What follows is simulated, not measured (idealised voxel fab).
process module | voxel lift off
cross-section cut | 205 nm wide | cells 5 nm
A cross-section is a grid of square cells, given in bands from the top down. A band is one or more rows of cells.
Each band's line starts with the height of the band's top and of its bottom, in nm. Then come its materials from left to right, each with its width in nm. One material with "throughout" fills the band from edge to edge. "air" is empty space.
Height 0 is the level under which the wafer as received is all one material. The lowest band goes on downwards, as in "0 down".
A width such as "30 to 40" changes by the same amount from each row of cells to the next, from the band's top row to its bottom row.
"no change" after a step means that no cell of the cross-section changed.
closed voids: empty space of 8 cells or more with no open way to the top, each as width x height at its distance from the left edge, in nm
after a step's settings: what the simulator itself notes on the step
overlay nm, on a step with a mask: how far to the right of its planned place the mask lay; to the left if negative
plan
1 op RECEIVE | material Si
2 op CONFORMAL_DEP | material SiN | thk nm 15
3 op PATTERN | tone open | mask id LINES | material resist | width nm 15 | pitch nm 40 | thk nm 25 | overlay nm 0
4 op DIRECTIONAL_DEP | material Ru | thk nm 15
5 op STRIP | etch materials resist
6 op CONFORMAL_DEP | material SiN | thk nm 10
as received, after step 1
  0 down: Si throughout
  closed voids: none
first wafer at the end, as planned
  40 to 30: air 45 | SiN 35 | air 5 | SiN 35 | air 5 | SiN 35 | air 45
  30 to 25: air 45 | SiN 10 | Ru 15 | SiN 10 | air 5 | SiN 10 | Ru 15 | SiN 10 | air 5 | SiN 10 | Ru 15 | SiN 10 | air 45
  25 to 15: SiN 55 | Ru 15 | SiN 25 | Ru 15 | SiN 25 | Ru 15 | SiN 55
  15 to 0: SiN throughout
  0 down: Si throughout
  closed voids: none
second wafer at the end: like start, like plan, one mistake
  55 to 45: air 45 | SiN 35 | air 5 | SiN 35 | air 5 | SiN 35 | air 45
  45 to 40: air 45 | SiN 10 | Ru 15 | SiN 10 | air 5 | SiN 10 | Ru 15 | SiN 10 | air 5 | SiN 10 | Ru 15 | SiN 10 | air 45
  40 to 30: SiN 55 | Ru 15 | SiN 25 | Ru 15 | SiN 25 | Ru 15 | SiN 55
  30 to 0: SiN throughout
  0 down: Si throughout
  closed voids: none
what went wrong: step 2 was run twice
at the end the second wafer has, in cells: 123 more of SiN
